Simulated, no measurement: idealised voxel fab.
process module | voxel wiring stack
cross-section cut | 170 nm wide | cells 5 nm
A cross-section is a grid of square cells, given in bands from the top down. A band is one or more rows of cells.
Each band's line starts with the height of the band's top and of its bottom, in nm. Then come its materials from left to right, each with its width in nm. One material with "throughout" fills the band from edge to edge. "air" is empty space.
Height 0 is the level under which the wafer as received is all one material. The lowest band goes on downwards, as in "0 down".
A width such as "30 to 40" changes by the same amount from each row of cells to the next, from the band's top row to its bottom row.
"no change" after a step means that no cell of the cross-section changed.
closed voids: empty space of 8 cells or more with no open way to the top, each as width x height at its distance from the left edge, in nm
after a step's settings: what the simulator itself notes on the step
overlay nm, on a step with a mask: how far to the right of its planned place the mask lay; to the left if negative
plan
1 op RECEIVE | material Si
2 op CONFORMAL_DEP | material SiO2 | thk nm 15
3 op DIRECTIONAL_DEP | material TiN | thk nm 5
4 op DIRECTIONAL_DEP | material W | thk nm 20
5 op PATTERN | tone cover | mask id METAL_1 | material resist | width nm 20 | pitch nm 45 | thk nm 20 | overlay nm 0
6 op DIRECTIONAL_ETCH | etch materials W | depth nm 20
7 op DIRECTIONAL_ETCH | etch materials TiN | depth nm 5
8 op STRIP | etch materials resist
9 op CONFORMAL_DEP | material SiCN | thk nm 5
10 op FILL_DEP | material lowk | thk nm 10
11 op CMP | height nm 40
12 op CONFORMAL_DEP | material SiCN | thk nm 5
13 op DIRECTIONAL_DEP | material lowk | thk nm 10
14 op DIRECTIONAL_DEP | material aC | thk nm 10
15 op PATTERN | tone open | mask id PLUG_1 | material resist | width nm 15 | pitch nm 45 | thk nm 30 | overlay nm 0
16 op DIRECTIONAL_ETCH | etch materials aC | depth nm 10
17 op STRIP | etch materials resist
18 op DIRECTIONAL_ETCH | etch materials lowk | depth nm 10
19 op DIRECTIONAL_ETCH | etch materials SiCN | depth nm 5
20 op STRIP | etch materials aC
21 op EPI | material Ru | thk nm 10
22 op EPI | material Ru | thk nm 5
23 op CONFORMAL_DEP | material SiCN | thk nm 5
24 op DIRECTIONAL_DEP | material SiO2 | thk nm 25
25 op DIRECTIONAL_DEP | material aC | thk nm 15
26 op PATTERN | tone open | mask id METAL_2 | material resist | width nm 20 | pitch nm 45 | thk nm 30 | overlay nm 0
27 op DIRECTIONAL_ETCH | etch materials aC | depth nm 15
28 op STRIP | etch materials resist
29 op DIRECTIONAL_ETCH | etch materials SiO2 | depth nm 25
30 op DIRECTIONAL_ETCH | etch materials SiCN | depth nm 5
31 op STRIP | etch materials aC
32 op CONFORMAL_DEP | material TiN | thk nm 5
33 op FILL_DEP | material Cu | thk nm 10
34 op CMP | height nm 85
35 op CONFORMAL_DEP | material SiCN | thk nm 5
36 op DIRECTIONAL_DEP | material SiO2 | thk nm 30
37 op MASKED_ETCH | tone open | mask id METAL_3_HOLES | width nm 15 | pitch nm 45 | etch materials SiO2 | depth nm 30 | overlay nm 0
38 op MASKED_ETCH | tone open | mask id METAL_3 | width nm 20 | pitch nm 45 | etch materials SiO2 | depth nm 20 | overlay nm 0
39 op MASKED_ETCH | tone open | mask id METAL_3 | width nm 20 | pitch nm 45 | etch materials SiCN | depth nm 5 | overlay nm 0
40 op CONFORMAL_DEP | material TiN | thk nm 5
41 op FILL_DEP | material Ru | thk nm 5
42 op CMP | height nm 120
43 op CONFORMAL_DEP | material SiCN | thk nm 5
44 op DIRECTIONAL_DEP | material SiO2 | thk nm 30
45 op MASKED_ETCH | tone open | mask id METAL_4_HOLES | width nm 15 | pitch nm 90 | etch materials SiO2 | depth nm 30 | overlay nm 0
46 op MASKED_ETCH | tone open | mask id METAL_4 | width nm 20 | pitch nm 45 | etch materials SiO2 | depth nm 20 | overlay nm 0
47 op MASKED_ETCH | tone open | mask id METAL_4 | width nm 20 | pitch nm 45 | etch materials SiCN | depth nm 5 | overlay nm 0
48 op CONFORMAL_DEP | material TiN | thk nm 5
49 op FILL_DEP | material Ru | thk nm 5
50 op CMP | height nm 155
51 op CONFORMAL_DEP | material SiN | thk nm 5
varied across the wafers: width nm of step 45. The plan shows the first wafer's value. All wafers start alike
first wafer as received, after step 1
  0 down: Si throughout
  closed voids: none
first wafer at the end, after step 51
  160 to 155: SiN throughout
  155 to 140: SiO2 30 | TiN 5 | Ru 10 | TiN 5 | SiO2 25 | TiN 5 | Ru 10 | TiN 5 | SiO2 25 | TiN 5 | Ru 10 | TiN 5 | SiO2 30
  140 to 135: SiO2 30 | TiN 5 | Ru 5 | TiN 10 | SiO2 25 | TiN 20 | SiO2 25 | TiN 5 | Ru 5 | TiN 10 | SiO2 30
  135 to 125: SiO2 30 | TiN 5 | Ru 5 | TiN 5 | SiO2 75 | TiN 5 | Ru 5 | TiN 5 | SiO2 35
  125 to 120: SiCN 30 | TiN 15 | SiCN 75 | TiN 15 | SiCN 35
  120 to 105: SiO2 30 | TiN 5 | Ru 10 | TiN 5 | SiO2 25 | TiN 5 | Ru 10 | TiN 5 | SiO2 25 | TiN 5 | Ru 10 | TiN 5 | SiO2 30
  105 to 100: SiO2 30 | TiN 5 | Ru 5 | TiN 10 | SiO2 25 | TiN 5 | Ru 5 | TiN 10 | SiO2 25 | TiN 5 | Ru 5 | TiN 10 | SiO2 30
  100 to 90: SiO2 30 | TiN 5 | Ru 5 | TiN 5 | SiO2 30 | TiN 5 | Ru 5 | TiN 5 | SiO2 30 | TiN 5 | Ru 5 | TiN 5 | SiO2 35
  90 to 85: SiCN 30 | TiN 15 | SiCN 30 | TiN 15 | SiCN 30 | TiN 15 | SiCN 35
  85 to 60: SiO2 30 | TiN 5 | Cu 10 | TiN 5 | SiO2 25 | TiN 5 | Cu 10 | TiN 5 | SiO2 25 | TiN 5 | Cu 10 | TiN 5 | SiO2 30
  60 to 55: SiCN 30 | TiN 20 | SiCN 25 | TiN 20 | SiCN 25 | TiN 20 | SiCN 30
  55 to 45: lowk 30 | Ru 15 | lowk 30 | Ru 15 | lowk 30 | Ru 15 | lowk 35
  45 to 40: SiCN 30 | Ru 15 | SiCN 30 | Ru 15 | SiCN 30 | Ru 15 | SiCN 35
  40 to 20: lowk 25 | SiCN 5 | W 20 | SiCN 5 | lowk 15 | SiCN 5 | W 20 | SiCN 5 | lowk 15 | SiCN 5 | W 20 | SiCN 5 | lowk 25
  20 to 15: SiCN 30 | TiN 20 | SiCN 25 | TiN 20 | SiCN 25 | TiN 20 | SiCN 30
  15 to 0: SiO2 throughout
  0 down: Si throughout
  closed voids: none
last wafer at the end
  160 to 155: SiN throughout
  155 to 140: SiO2 25 | TiN 5 | Ru 20 | TiN 5 | SiO2 20 | TiN 5 | Ru 10 | TiN 5 | SiO2 20 | TiN 5 | Ru 20 | TiN 5 | SiO2 25
  140 to 135: SiO2 25 | TiN 5 | Ru 20 | TiN 5 | SiO2 20 | TiN 20 | SiO2 20 | TiN 5 | Ru 20 | TiN 5 | SiO2 25
  135 to 125: SiO2 25 | TiN 5 to 10 | Ru 20 to 10 | TiN 5 to 10 | SiO2 60 | TiN 5 to 10 | Ru 20 to 10 | TiN 5 to 10 | SiO2 25
  125 to 120: SiCN 30 | TiN 20 | SiCN 70 | TiN 20 | SiCN 30
  120 to 105: SiO2 30 | TiN 5 | Ru 10 | TiN 5 | SiO2 25 | TiN 5 | Ru 10 | TiN 5 | SiO2 25 | TiN 5 | Ru 10 | TiN 5 | SiO2 30
  105 to 100: SiO2 30 | TiN 5 | Ru 5 | TiN 10 | SiO2 25 | TiN 5 | Ru 5 | TiN 10 | SiO2 25 | TiN 5 | Ru 5 | TiN 10 | SiO2 30
  100 to 90: SiO2 30 | TiN 5 | Ru 5 | TiN 5 | SiO2 30 | TiN 5 | Ru 5 | TiN 5 | SiO2 30 | TiN 5 | Ru 5 | TiN 5 | SiO2 35
  90 to 85: SiCN 30 | TiN 15 | SiCN 30 | TiN 15 | SiCN 30 | TiN 15 | SiCN 35
  85 to 60: SiO2 30 | TiN 5 | Cu 10 | TiN 5 | SiO2 25 | TiN 5 | Cu 10 | TiN 5 | SiO2 25 | TiN 5 | Cu 10 | TiN 5 | SiO2 30
  60 to 55: SiCN 30 | TiN 20 | SiCN 25 | TiN 20 | SiCN 25 | TiN 20 | SiCN 30
  55 to 45: lowk 30 | Ru 15 | lowk 30 | Ru 15 | lowk 30 | Ru 15 | lowk 35
  45 to 40: SiCN 30 | Ru 15 | SiCN 30 | Ru 15 | SiCN 30 | Ru 15 | SiCN 35
  40 to 20: lowk 25 | SiCN 5 | W 20 | SiCN 5 | lowk 15 | SiCN 5 | W 20 | SiCN 5 | lowk 15 | SiCN 5 | W 20 | SiCN 5 | lowk 25
  20 to 15: SiCN 30 | TiN 20 | SiCN 25 | TiN 20 | SiCN 25 | TiN 20 | SiCN 30
  15 to 0: SiO2 throughout
  0 down: Si throughout
  closed voids: none
each wafer at the end: cells of each material gained (+) or lost (-) since it was received, then its closed voids
width nm 15 | +30 Cu | +78 Ru | +146 SiCN | +34 SiN | +494 SiO2 | +144 TiN | +48 W | +114 lowk | closed voids: none
width nm 20 | +30 Cu | +84 Ru | +144 SiCN | +34 SiN | +490 SiO2 | +144 TiN | +48 W | +114 lowk | closed voids: none
width nm 25 | +30 Cu | +94 Ru | +144 SiCN | +34 SiN | +478 SiO2 | +146 TiN | +48 W | +114 lowk | closed voids: none
width nm 30 | +30 Cu | +104 Ru | +144 SiCN | +34 SiN | +466 SiO2 | +148 TiN | +48 W | +114 lowk | closed voids: none
